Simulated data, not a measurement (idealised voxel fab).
Process module heading - voxel self aligned contacts
Section cut is 145 nm wide and gridded with 5 nm square cells.
Notation: cross-section as square-cell grid; stated in bands, top first, going down; one or more cell rows per band. Look at the band entry: it leads with the top's height and the bottom's height in nm. Then it lists the materials left to right, with a width in nm for each. The word "full width" on a single material says that material fills the band edge to edge. The word "air" is empty space. Height datum 0, below which the as-received substrate wafer is one material. Lowest band open at the bottom, running downward: "0..down". Width: "30->40" (first number = top row, second number = bottom row, same change from row to row of cells). Where a step carries "changes: none", the cross-section came out of it unchanged, cell for cell. "Non-vented voids": empty spaces of 8 cells or more with no open way to the top, each given as width x height at distance, distance from the left edge, all in nm. If you see something after the settings on a step's line, that's the simulator's own remark about that step. Steps that use a mask can have "overlay nm" on their line. It says how far the mask sat to the right of where it was meant to be. Negative means to the left.

[Listed below are the process steps as planned]
1) RECEIVE (material Si)
2) CONFORMAL_DEP (material SiO2; thk nm 5)
3) DIRECTIONAL_DEP (material polySi; thk nm 20)
4) DIRECTIONAL_DEP (material SiN; thk nm 25)
5) PATTERN (tone cover; mask id GATE; material resist; width nm 30; pitch nm 70; thk nm 15; overlay nm 0)
6) DIRECTIONAL_ETCH (etch materials SiN; depth nm 25)
7) DIRECTIONAL_ETCH (etch materials polySi; depth nm 20)
8) STRIP (etch materials resist)
9) CONFORMAL_DEP (material SiN; thk nm 10)
10) DIRECTIONAL_ETCH (etch materials SiN; depth nm 10)
11) FILL_DEP (material SiO2; thk nm 15)
12) CMP (height nm 55)
13) MASKED_ETCH (tone open; mask id CONTACT; width nm 50; etch materials SiO2; depth nm 55; overlay nm 0)
14) CONFORMAL_DEP (material TiN; thk nm 5)
15) FILL_DEP (material W; thk nm 10)
16) CMP (height nm 55)
17) CONFORMAL_DEP (material SiCN; thk nm 5)

[Of two wafers, the first: run according to plan]

[This is the cross-section of the wafer as we received it, i.e. after step 1]
* 0..down  Si full width
* Non-vented voids: none

[After step 2, in cross-section]
* 5..0  SiO2 full width
* Unchanged below 0.

[After step 3, in cross-section]
* 25..5  polySi full width
* Unchanged below 5.

[After step 4, in cross-section]
* 50..25  SiN full width
* Unchanged below 25.

[After step 5, in cross-section]
* 65..50  20 air; 30 resist; 40 air; 30 resist; 25 air
* Unchanged below 50.

[After step 6, in cross-section]
* 65..50  20 air; 30 resist; 40 air; 30 resist; 25 air
* 50..25  20 air; 30 SiN; 40 air; 30 SiN; 25 air
* Unchanged below 25.

[After step 7, in cross-section]
* 65..50  20 air; 30 resist; 40 air; 30 resist; 25 air
* 50..25  20 air; 30 SiN; 40 air; 30 SiN; 25 air
* 25..5  20 air; 30 polySi; 40 air; 30 polySi; 25 air
* Unchanged below 5.

[After step 8, in cross-section]
* 50..25  20 air; 30 SiN; 40 air; 30 SiN; 25 air
* Unchanged below 25.

[After step 9, in cross-section]
* 60..25  10 air; 50 SiN; 20 air; 50 SiN; 15 air
* 25..15  10 air; 10 SiN; 30 polySi; 10 SiN; 20 air; 10 SiN; 30 polySi; 10 SiN; 15 air
* 15..5  20 SiN; 30 polySi; 40 SiN; 30 polySi; 25 SiN
* Unchanged below 5.

[After step 10, in cross-section]
* 50..25  10 air; 50 SiN; 20 air; 50 SiN; 15 air
* 25..5  10 air; 10 SiN; 30 polySi; 10 SiN; 20 air; 10 SiN; 30 polySi; 10 SiN; 15 air
* Unchanged below 5.

[After step 11, in cross-section]
* 65..50  SiO2 full width
* 50..25  10 SiO2; 50 SiN; 20 SiO2; 50 SiN; 15 SiO2
* 25..5  10 SiO2; 10 SiN; 30 polySi; 10 SiN; 20 SiO2; 10 SiN; 30 polySi; 10 SiN; 15 SiO2
* Unchanged below 5.

[After step 12, in cross-section]
* 55..50  SiO2 full width
* Unchanged below 50.

[After step 13, in cross-section]
* 55..50  45 SiO2; 50 air; 50 SiO2
* 50..25  10 SiO2; 50 SiN; 20 air; 50 SiN; 15 SiO2
* 25..5  10 SiO2; 10 SiN; 30 polySi; 10 SiN; 20 air; 10 SiN; 30 polySi; 10 SiN; 15 SiO2
* 5..0  60 SiO2; 20 air; 65 SiO2
* Unchanged below 0.

[After step 14, in cross-section]
* 60..55  50 TiN; 40 air; 55 TiN
* 55..50  45 SiO2; 20 TiN; 10 air; 20 TiN; 50 SiO2
* 50..25  10 SiO2; 50 SiN; 5 TiN; 10 air; 5 TiN; 50 SiN; 15 SiO2
* 25..5  10 SiO2; 10 SiN; 30 polySi; 10 SiN; 5 TiN; 10 air; 5 TiN; 10 SiN; 30 polySi; 10 SiN; 15 SiO2
* 5..0  60 SiO2; 20 TiN; 65 SiO2
* Unchanged below 0.

[After step 15, in cross-section]
* 70..60  W full width
* 60..55  50 TiN; 40 W; 55 TiN
* 55..50  45 SiO2; 20 TiN; 10 W; 20 TiN; 50 SiO2
* 50..25  10 SiO2; 50 SiN; 5 TiN; 10 W; 5 TiN; 50 SiN; 15 SiO2
* 25..5  10 SiO2; 10 SiN; 30 polySi; 10 SiN; 5 TiN; 10 W; 5 TiN; 10 SiN; 30 polySi; 10 SiN; 15 SiO2
* Unchanged below 5.

[After step 16, in cross-section]
* 55..50  45 SiO2; 20 TiN; 10 W; 20 TiN; 50 SiO2
* Unchanged below 50.

[After step 17, in cross-section]
* 60..55  SiCN full width
* Unchanged below 55.

[The Second Wafer: Common Origin and Plan, One Mistake in Execution, Identical to the First Through Step 2]

[Second wafer, cross-section, planned end of step 3]
* 30..5  SiN full width
* Unchanged below 5.

[Second wafer, cross-section, planned end of step 4]
* 50..30  polySi full width
* Unchanged below 30.

[Second wafer, cross-section, planned end of step 5]
* 65..50  20 air; 30 resist; 40 air; 30 resist; 25 air
* Unchanged below 50.

Second wafer, cross-section, planned end of step 6: changes: none

[Second wafer, cross-section, planned end of step 7]
* 65..50  20 air; 30 resist; 40 air; 30 resist; 25 air
* 50..30  20 air; 30 polySi; 40 air; 30 polySi; 25 air
* Unchanged below 30.

[Second wafer, cross-section, planned end of step 8]
* 50..30  20 air; 30 polySi; 40 air; 30 polySi; 25 air
* Unchanged below 30.

[Second wafer, cross-section, planned end of step 9]
* 60..50  10 air; 50 SiN; 20 air; 50 SiN; 15 air
* 50..40  10 air; 10 SiN; 30 polySi; 10 SiN; 20 air; 10 SiN; 30 polySi; 10 SiN; 15 air
* 40..30  20 SiN; 30 polySi; 40 SiN; 30 polySi; 25 SiN
* Unchanged below 30.

[Second wafer, cross-section, planned end of step 10]
* 50..30  10 air; 10 SiN; 30 polySi; 10 SiN; 20 air; 10 SiN; 30 polySi; 10 SiN; 15 air
* Unchanged below 30.

[Second wafer, cross-section, planned end of step 11]
* 65..50  SiO2 full width
* 50..30  10 SiO2; 10 SiN; 30 polySi; 10 SiN; 20 SiO2; 10 SiN; 30 polySi; 10 SiN; 15 SiO2
* Unchanged below 30.

[Second wafer, cross-section, planned end of step 12]
* 55..50  SiO2 full width
* Unchanged below 50.

[Second wafer, cross-section, planned end of step 13]
* 55..50  45 SiO2; 50 air; 50 SiO2
* 50..30  10 SiO2; 10 SiN; 30 polySi; 10 SiN; 20 air; 10 SiN; 30 polySi; 10 SiN; 15 SiO2
* Unchanged below 30.

[Second wafer, cross-section, planned end of step 14]
* 60..55  50 TiN; 40 air; 55 TiN
* 55..50  45 SiO2; 20 TiN; 10 air; 20 TiN; 50 SiO2
* 50..35  10 SiO2; 10 SiN; 30 polySi; 10 SiN; 5 TiN; 10 air; 5 TiN; 10 SiN; 30 polySi; 10 SiN; 15 SiO2
* 35..30  10 SiO2; 10 SiN; 30 polySi; 10 SiN; 20 TiN; 10 SiN; 30 polySi; 10 SiN; 15 SiO2
* Unchanged below 30.

[Second wafer, cross-section, planned end of step 15]
* 70..60  W full width
* 60..55  50 TiN; 40 W; 55 TiN
* 55..50  45 SiO2; 20 TiN; 10 W; 20 TiN; 50 SiO2
* 50..35  10 SiO2; 10 SiN; 30 polySi; 10 SiN; 5 TiN; 10 W; 5 TiN; 10 SiN; 30 polySi; 10 SiN; 15 SiO2
* Unchanged below 35.

[Second wafer, cross-section, planned end of step 16]
* 55..50  45 SiO2; 20 TiN; 10 W; 20 TiN; 50 SiO2
* Unchanged below 50.

[Second wafer, cross-section, planned end of step 17]
* 60..55  SiCN full width
* Unchanged below 55.
what went wrong: plan vs actual: 3 and 4 interchanged
In the final state, the cell counts of the second wafer exceed or fall short of those of the first for the following materials: 45 more of SiN, 21 fewer of SiO2, 12 fewer of TiN, 12 fewer of W
